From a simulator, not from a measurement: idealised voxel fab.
process module | voxel wiring stack
cross-section cut | 245 nm wide | cells 5 nm
A cross-section is a grid of square cells, given in bands from the top down. A band is one or more rows of cells.
Each band's line starts with the height of the band's top and of its bottom, in nm. Then come its materials from left to right, each with its width in nm. One material with "throughout" fills the band from edge to edge. "air" is empty space.
Height 0 is the level under which the wafer as received is all one material. The lowest band goes on downwards, as in "0 down".
A width such as "30 to 40" changes by the same amount from each row of cells to the next, from the band's top row to its bottom row.
"no change" after a step means that no cell of the cross-section changed.
closed voids: empty space of 8 cells or more with no open way to the top, each as width x height at its distance from the left edge, in nm
after a step's settings: what the simulator itself notes on the step
overlay nm, on a step with a mask: how far to the right of its planned place the mask lay; to the left if negative
plan
1 op RECEIVE | material Si
2 op CONFORMAL_DEP | material SiO2 | thk nm 15
3 op DIRECTIONAL_DEP | material TiN | thk nm 5
4 op DIRECTIONAL_DEP | material Ru | thk nm 15
5 op MASKED_ETCH | tone cover | mask id METAL_1 | width nm 30 | pitch nm 60 | etch materials Ru | depth nm 15 | overlay nm 0
6 op MASKED_ETCH | tone cover | mask id METAL_1 | width nm 30 | pitch nm 60 | etch materials TiN | depth nm 5 | overlay nm 0
7 op CONFORMAL_DEP | material SiCN | thk nm 5
8 op FILL_DEP | material SiO2 | thk nm 5
9 op CMP | height nm 35
10 op CONFORMAL_DEP | material SiCN | thk nm 5
11 op DIRECTIONAL_DEP | material lowk | thk nm 25
12 op PATTERN | tone open | mask id METAL_2 | material resist | width nm 30 | pitch nm 60 | thk nm 20 | overlay nm 0
13 op DIRECTIONAL_ETCH | etch materials lowk | depth nm 15
14 op STRIP | etch materials resist
15 op PATTERN | tone open | mask id METAL_2_HOLES | material resist | width nm 15 | pitch nm 120 | thk nm 15 | overlay nm 0
16 op DIRECTIONAL_ETCH | etch materials lowk | depth nm 5
17 op DIRECTIONAL_ETCH | etch materials SiCN | depth nm 5
18 op STRIP | etch materials resist
19 op CONFORMAL_DEP | material TiN | thk nm 5
20 op FILL_DEP | material Cu | thk nm 5
21 op CMP | height nm 65
22 op CONFORMAL_DEP | material SiCN | thk nm 5
23 op DIRECTIONAL_DEP | material SiO2 | thk nm 30
24 op MASKED_ETCH | tone open | mask id METAL_3 | width nm 30 | pitch nm 60 | etch materials SiO2 | depth nm 15 | overlay nm 0
25 op DIRECTIONAL_DEP | material aC | thk nm 10
26 op PATTERN | tone open | mask id METAL_3_HOLES | material resist | width nm 15 | pitch nm 120 | thk nm 25 | overlay nm 0
27 op DIRECTIONAL_ETCH | etch materials aC | depth nm 10
28 op STRIP | etch materials resist
29 op DIRECTIONAL_ETCH | etch materials SiO2 | depth nm 15
30 op DIRECTIONAL_ETCH | etch materials SiCN | depth nm 5
31 op STRIP | etch materials aC
32 op CONFORMAL_DEP | material TiN | thk nm 5
33 op FILL_DEP | material Cu | thk nm 10
34 op CMP | height nm 100
35 op CONFORMAL_DEP | material SiCN | thk nm 5
36 op DIRECTIONAL_DEP | material lowk | thk nm 10
37 op MASKED_ETCH | tone open | mask id PLUG_3 | width nm 15 | pitch nm 60 | etch materials lowk | depth nm 10 | overlay nm 0
38 op MASKED_ETCH | tone open | mask id PLUG_3 | width nm 15 | pitch nm 60 | etch materials SiCN | depth nm 5 | overlay nm 0
39 op CONFORMAL_DEP | material TiN | thk nm 5
40 op FILL_DEP | material Cu | thk nm 5
41 op CMP | height nm 115
42 op CONFORMAL_DEP | material SiN | thk nm 5
43 op DIRECTIONAL_DEP | material SiO2 | thk nm 25
44 op PATTERN | tone open | mask id METAL_4 | material resist | width nm 30 | pitch nm 60 | thk nm 15 | overlay nm 0
45 op DIRECTIONAL_ETCH | etch materials SiO2 | depth nm 25
46 op DIRECTIONAL_ETCH | etch materials SiN | depth nm 5
47 op STRIP | etch materials resist
48 op CONFORMAL_DEP | material TiN | thk nm 5
49 op FILL_DEP | material W | thk nm 10
50 op CMP | height nm 145
51 op EPI | material Ru | thk nm 5
52 op FILL_DEP | material SiCN | thk nm 5
varied across the wafers: depth nm of step 16. The plan shows the first wafer's value. All wafers start alike
first wafer as received, after step 1
  0 down: Si throughout
  closed voids: none
first wafer at the end, after step 52
  155 to 150: SiCN throughout
  150 to 145: SiCN 40 | Ru 40 | SiCN 20 | Ru 40 | SiCN 20 | Ru 40 | SiCN 45
  145 to 120: SiO2 45 | TiN 5 | W 20 | TiN 5 | SiO2 30 | TiN 5 | W 20 | TiN 5 | SiO2 30 | TiN 5 | W 20 | TiN 5 | SiO2 50
  120 to 115: SiN 45 | TiN 30 | SiN 30 | TiN 30 | SiN 30 | TiN 30 | SiN 50
  115 to 105: lowk 45 | TiN 5 | Cu 5 | TiN 5 | lowk 45 | TiN 5 | Cu 5 | TiN 5 | lowk 45 | TiN 5 | Cu 5 | TiN 5 | lowk 65
  105 to 100: SiCN 45 | TiN 15 | SiCN 45 | TiN 15 | SiCN 45 | TiN 15 | SiCN 65
  100 to 90: SiO2 45 | TiN 5 | Cu 20 | TiN 5 | SiO2 30 | TiN 5 | Cu 20 | TiN 5 | SiO2 30 | TiN 5 | Cu 20 | TiN 5 | SiO2 50
  90 to 85: SiO2 45 | TiN 5 | Cu 5 | TiN 20 | SiO2 30 | TiN 30 | SiO2 30 | TiN 5 | Cu 5 | TiN 20 | SiO2 50
  85 to 70: SiO2 45 | TiN 5 | Cu 5 | TiN 5 | SiO2 105 | TiN 5 | Cu 5 | TiN 5 | SiO2 65
  70 to 65: SiCN 45 | TiN 15 | SiCN 105 | TiN 15 | SiCN 65
  65 to 55: lowk 45 | TiN 5 | Cu 20 | TiN 5 | lowk 30 | TiN 5 | Cu 20 | TiN 5 | lowk 30 | TiN 5 | Cu 20 | TiN 5 | lowk 50
  55 to 50: lowk 45 | TiN 5 | Cu 5 | TiN 20 | lowk 30 | TiN 30 | lowk 30 | TiN 5 | Cu 5 | TiN 20 | lowk 50
  50 to 45: lowk 45 | TiN 15 | lowk 105 | TiN 15 | lowk 65
  45 to 40: lowk throughout
  40 to 35: SiCN throughout
  35 to 20: SiO2 40 | SiCN 5 | Ru 30 | SiCN 5 | SiO2 20 | SiCN 5 | Ru 30 | SiCN 5 | SiO2 20 | SiCN 5 | Ru 30 | SiCN 5 | SiO2 45
  20 to 15: SiCN 45 | TiN 30 | SiCN 30 | TiN 30 | SiCN 30 | TiN 30 | SiCN 50
  15 to 0: SiO2 throughout
  0 down: Si throughout
  closed voids: none
last wafer at the end
  155 to 150: SiCN throughout
  150 to 145: SiCN 40 | Ru 40 | SiCN 20 | Ru 40 | SiCN 20 | Ru 40 | SiCN 45
  145 to 120: SiO2 45 | TiN 5 | W 20 | TiN 5 | SiO2 30 | TiN 5 | W 20 | TiN 5 | SiO2 30 | TiN 5 | W 20 | TiN 5 | SiO2 50
  120 to 115: SiN 45 | TiN 30 | SiN 30 | TiN 30 | SiN 30 | TiN 30 | SiN 50
  115 to 105: lowk 45 | TiN 5 | Cu 5 | TiN 5 | lowk 45 | TiN 5 | Cu 5 | TiN 5 | lowk 45 | TiN 5 | Cu 5 | TiN 5 | lowk 65
  105 to 100: SiCN 45 | TiN 15 | SiCN 45 | TiN 15 | SiCN 45 | TiN 15 | SiCN 65
  100 to 90: SiO2 45 | TiN 5 | Cu 20 | TiN 5 | SiO2 30 | TiN 5 | Cu 20 | TiN 5 | SiO2 30 | TiN 5 | Cu 20 | TiN 5 | SiO2 50
  90 to 85: SiO2 45 | TiN 5 | Cu 5 | TiN 20 | SiO2 30 | TiN 30 | SiO2 30 | TiN 5 | Cu 5 | TiN 20 | SiO2 50
  85 to 70: SiO2 45 | TiN 5 | Cu 5 | TiN 5 | SiO2 105 | TiN 5 | Cu 5 | TiN 5 | SiO2 65
  70 to 65: SiCN 45 | TiN 15 | SiCN 105 | TiN 15 | SiCN 65
  65 to 55: lowk 45 | TiN 5 | Cu 20 | TiN 5 | lowk 30 | TiN 5 | Cu 20 | TiN 5 | lowk 30 | TiN 5 | Cu 20 | TiN 5 | lowk 50
  55 to 50: lowk 45 | TiN 5 | Cu 5 | TiN 20 | lowk 30 | TiN 30 | lowk 30 | TiN 5 | Cu 5 | TiN 20 | lowk 50
  50 to 40: lowk 45 | TiN 5 | Cu 5 | TiN 5 | lowk 105 | TiN 5 | Cu 5 | TiN 5 | lowk 65
  40 to 35: SiCN 45 | TiN 15 | SiCN 105 | TiN 15 | SiCN 65
  35 to 20: SiO2 40 | SiCN 5 | Ru 30 | SiCN 5 | SiO2 20 | SiCN 5 | Ru 30 | SiCN 5 | SiO2 20 | SiCN 5 | Ru 30 | SiCN 5 | SiO2 45
  20 to 15: SiCN 45 | TiN 30 | SiCN 30 | TiN 30 | SiCN 30 | TiN 30 | SiCN 50
  15 to 0: SiO2 throughout
  0 down: Si throughout
  closed voids: none
each wafer at the end: cells of each material gained (+) or lost (-) since it was received, then its closed voids
depth nm 5 | +64 Cu | +78 Ru | +255 SiCN | +31 SiN | +599 SiO2 | +167 TiN | +60 W | +265 lowk | closed voids: none
depth nm 10 | +68 Cu | +78 Ru | +249 SiCN | +31 SiN | +599 SiO2 | +175 TiN | +60 W | +259 lowk | closed voids: none
depth nm 15 | +68 Cu | +78 Ru | +249 SiCN | +31 SiN | +599 SiO2 | +175 TiN | +60 W | +259 lowk | closed voids: none
depth nm 20 | +68 Cu | +78 Ru | +249 SiCN | +31 SiN | +599 SiO2 | +175 TiN | +60 W | +259 lowk | closed voids: none
depth nm 25 | +68 Cu | +78 Ru | +249 SiCN | +31 SiN | +599 SiO2 | +175 TiN | +60 W | +259 lowk | closed voids: none
